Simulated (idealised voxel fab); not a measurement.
Process module in this document: voxel double patterning
The width of the displayed cross-section, cut, is 265 nm; its cells are square, with a size of 5 nm.
Each cross-section below is a grid of square cells, stated as bands in top-down order, with one or more rows of cells making up each band. A band entry consists of two parts. The first gives the height of the band's top and the height of its bottom, in nm. The rest lists the band's materials from left to right, each with its width in nm. A single material labelled with the word "edge to edge" fills the band from edge to edge, and the word "blank" marks empty space. Note: height 0 marks the level under which the wafer is uniformly one material as received. Lowest band unbounded below, written "0 and below". A width given as "30->40" starts at the first number in the band's top row and ends at the second number in its bottom row, shifting by an equal amount at every step from row to row. The designation "all unchanged", where it is given for a processing step, indicates that no cell of the cross-section was altered in the course of that step. Any empty space of 8 cells or more lacking an open way to the top shows up in "Closed void listing" as width x height at distance, distance from the left edge, in nm. Where a step's line continues beyond its settings, the continuation is a remark by the simulator itself on that step. overlay nm: step with mask; distance mask lay right of planned place; negative value = left of planned place.
BELOW IS THE LIST OF PLANNED PROCESS STEPS
step 1: RECEIVE with material Si
step 2: CONFORMAL_DEP with material SiO2, thk nm 10
step 3: DIRECTIONAL_DEP with material W, thk nm 15
step 4: DIRECTIONAL_DEP with material SiCN, thk nm 10
step 5: MASKED_ETCH with tone open, mask id FIRST, width nm 15, pitch nm 50, etch materials SiCN, depth nm 10, overlay nm 0
step 6: PATTERN with tone open, mask id SECOND, material resist, width nm 15, thk nm 15, overlay nm 0
step 7: DIRECTIONAL_ETCH with etch materials SiCN, depth nm 10
step 8: STRIP with etch materials resist
step 9: DIRECTIONAL_ETCH with etch materials W, depth nm 15
step 10: STRIP with etch materials SiCN
HERE'S WHAT THE WAFER LOOKED LIKE IN CROSS-SECTION WHEN IT ARRIVED - THAT'S AFTER STEP 1
  0 and below  Si edge to edge
  Closed void listing: none
LOOK AT THE CROSS-SECTION AFTER THE MODULE: THE WAFER STARTED OUT THE WAY SHOWN ABOVE AND THE PLAN WAS THE ONE SHOWN ABOVE, YET ONE MISTAKE WAS MADE ALONG THE WAY
  25 down to 10  W: 100; blank: 15; W: 10; blank: 15; W: 10; blank: 15; W: 100
  10 down to 0  W edge to edge
  0 and below  Si edge to edge
  Closed void listing: none
Run error: step 2 ran as: CONFORMAL_DEP with material W, thk nm 10
